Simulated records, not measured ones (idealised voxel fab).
Proc. module: voxel gate over fins
295 nm wide, 5 nm square cells: that's cross-section cut.
Cross-section format: a grid of square cells, given as bands from top to bottom; each band is one or more rows of cells.
Top, bottom (nm), then materials left to right with widths (nm); lone material tagged "throughout" fills the whole band edge to edge; "blank" = empty space.
Height is counted from the level 0, under which the received wafer is composed throughout of one material. The lowest of the bands is not closed at the bottom but continues downward, in the notation "0..down".
Top row gets the first number, bottom row gets the second, and each row in between changes by the same step: that is how a band width like "30->40" works.
"no modification", as given for a step, is the statement that not any cell of the cross-section underwent a change during that step.
This entry, "Enclosed voids", enumerates those empty regions of no fewer than 8 cells that possess no open connection to the top. Each region is reported in the form width x height at distance, the distance being taken from the left edge, with all three quantities expressed in nm.
The remark found on a step's line after its settings is issued by the simulator itself and pertains to that step.
overlay nm: mask right of planned place by this much (step with mask). Neg. = left.

# The process steps that were planned are listed below
1. RECEIVE | material Si
2. CONFORMAL_DEP | material SiN | thk nm 5
3. MASKED_ETCH | tone cover | mask id FINS | width nm 15 | pitch nm 40 | etch materials SiN | depth nm 5 | overlay nm 0
4. MASKED_ETCH | tone cover | mask id FINS | width nm 15 | pitch nm 40 | etch materials Si | depth nm 30 | overlay nm 0
5. FILL_DEP | material SiO2 | thk nm 5
6. CMP | height nm 5
7. SELECTIVE_ETCH | etch materials SiO2 | depth nm 20
8. STRIP | etch materials SiN
9. CONFORMAL_DEP | material HfO2 | thk nm 5
10. CONFORMAL_DEP | material TiN | thk nm 5
11. CONFORMAL_DEP | material TiAl | thk nm 5
12. CONFORMAL_DEP | material TiN | thk nm 5
13. FILL_DEP | material W | thk nm 15
14. CMP | height nm 30
15. CONFORMAL_DEP | material SiN | thk nm 5
Be aware that, although all wafers share a common starting state, the width nm at step 4 differs among them, and the plan displays the first wafer's value.

# Sectional view: first of several wafers, as received, after step 1
	0..down  Si throughout
	Enclosed voids: none

# Quick look at the cross-section of the first of several wafers after step 15, which wraps up the module
	35..30  SiN throughout
	30..20  W throughout
	20..15  W=60; TiN=175; W=60
	15..10  W=60; TiN=5; TiAl=165; TiN=5; W=60
	10..5  W=60; TiN=5; TiAl=5; TiN=35; TiAl=5; TiN=35; TiAl=5; TiN=35; TiAl=5; TiN=35; TiAl=5; TiN=5; W=60
	5..0  TiN=65; TiAl=5; TiN=5; HfO2=25; TiN=5; TiAl=5; TiN=5; HfO2=25; TiN=5; TiAl=5; TiN=5; HfO2=25; TiN=5; TiAl=5; TiN=5; HfO2=25; TiN=5; TiAl=5; TiN=65
	0..-5  TiAl=70; TiN=5; HfO2=5; Si=15; HfO2=5; TiN=5; TiAl=5; TiN=5; HfO2=5; Si=15; HfO2=5; TiN=5; TiAl=5; TiN=5; HfO2=5; Si=15; HfO2=5; TiN=5; TiAl=5; TiN=5; HfO2=5; Si=15; HfO2=5; TiN=5; TiAl=70
	-5..-10  TiN=75; HfO2=5; Si=15; HfO2=5; TiN=15; HfO2=5; Si=15; HfO2=5; TiN=15; HfO2=5; Si=15; HfO2=5; TiN=15; HfO2=5; Si=15; HfO2=5; TiN=75
	-10..-15  HfO2=80; Si=15; HfO2=25; Si=15; HfO2=25; Si=15; HfO2=25; Si=15; HfO2=80
	-15..-30  SiO2=80; Si=15; SiO2=25; Si=15; SiO2=25; Si=15; SiO2=25; Si=15; SiO2=80
	-30..down  Si throughout
	Enclosed voids: none

# Last-wafer cross-section at the end of the module
	35..30  SiN throughout
	30..20  W throughout
	20..15  W=55; TiN=185; W=55
	15..10  W=55; TiN=5; TiAl=175; TiN=5; W=55
	10..5  W=55; TiN=5; TiAl=5; TiN=165; TiAl=5; TiN=5; W=55
	5..0  TiN=60; TiAl=5; TiN=5; HfO2=35; TiN=5; HfO2=35; TiN=5; HfO2=35; TiN=5; HfO2=35; TiN=5; TiAl=5; TiN=60
	0..-5  TiAl=65; TiN=5; HfO2=5; Si=25; HfO2=5; TiN=5; HfO2=5; Si=25; HfO2=5; TiN=5; HfO2=5; Si=25; HfO2=5; TiN=5; HfO2=5; Si=25; HfO2=5; TiN=5; TiAl=65
	-5..-10  TiN=70; HfO2=5; Si=25; HfO2=5; TiN=5; HfO2=5; Si=25; HfO2=5; TiN=5; HfO2=5; Si=25; HfO2=5; TiN=5; HfO2=5; Si=25; HfO2=5; TiN=70
	-10..-15  HfO2=75; Si=25; HfO2=15; Si=25; HfO2=15; Si=25; HfO2=15; Si=25; HfO2=75
	-15..-30  SiO2=75; Si=25; SiO2=15; Si=25; SiO2=15; Si=25; SiO2=15; Si=25; SiO2=75
	-30..down  Si throughout
	Enclosed voids: none

# End of module, by wafer: material-by-material cell gain (+) or loss (-) since receipt, then closed voids
width nm 15 | +83 HfO2 | -282 Si | +59 SiN | +141 SiO2 | +74 TiAl | +148 TiN | +190 W | Enclosed voids: none
width nm 20 | +83 HfO2 | -258 Si | +59 SiN | +129 SiO2 | +65 TiAl | +148 TiN | +187 W | Enclosed voids: none
width nm 25 | +83 HfO2 | -234 Si | +59 SiN | +117 SiO2 | +65 TiAl | +139 TiN | +184 W | Enclosed voids: none
